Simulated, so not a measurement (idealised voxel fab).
process module | voxel double patterning
cross-section cut | 290 nm wide | cells 5 nm
A cross-section is a grid of square cells, given in bands from the top down. A band is one or more rows of cells.
Each band's line starts with the height of the band's top and of its bottom, in nm. Then come its materials from left to right, each with its width in nm. One material with "throughout" fills the band from edge to edge. "air" is empty space.
Height 0 is the level under which the wafer as received is all one material. The lowest band goes on downwards, as in "0 down".
A width such as "30 to 40" changes by the same amount from each row of cells to the next, from the band's top row to its bottom row.
"no change" after a step means that no cell of the cross-section changed.
closed voids: empty space of 8 cells or more with no open way to the top, each as width x height at its distance from the left edge, in nm
after a step's settings: what the simulator itself notes on the step
overlay nm, on a step with a mask: how far to the right of its planned place the mask lay; to the left if negative
plan
1 op RECEIVE | material Si
2 op CONFORMAL_DEP | material SiN | thk nm 5
3 op DIRECTIONAL_DEP | material SiO2 | thk nm 15
4 op DIRECTIONAL_DEP | material SiCN | thk nm 5
5 op DIRECTIONAL_DEP | material aC | thk nm 10
6 op PATTERN | tone open | mask id FIRST | material resist | width nm 15 | pitch nm 50 | thk nm 30 | overlay nm 0
7 op DIRECTIONAL_ETCH | etch materials aC | depth nm 10
8 op STRIP | etch materials resist
9 op DIRECTIONAL_ETCH | etch materials SiCN | depth nm 5
10 op STRIP | etch materials aC
11 op PATTERN | tone open | mask id SECOND | material resist | width nm 15 | thk nm 20 | overlay nm 0
12 op DIRECTIONAL_ETCH | etch materials SiCN | depth nm 5
13 op STRIP | etch materials resist
14 op DIRECTIONAL_ETCH | etch materials SiO2 | depth nm 15
15 op STRIP | etch materials SiCN
as received, after step 1
  0 down: Si throughout
  closed voids: none
a wafer at the end: this start, this plan, one mistake
  20 to 5: SiO2 105 | air 15 | SiO2 15 | air 15 | SiO2 5 | air 15 | SiO2 120
  5 to 0: SiN throughout
  0 down: Si throughout
  closed voids: none
what went wrong: step 6 ran as: op PATTERN | tone open | mask id FIRST | material resist | width nm 15 | pitch nm 50 | thk nm 30 | overlay nm -5
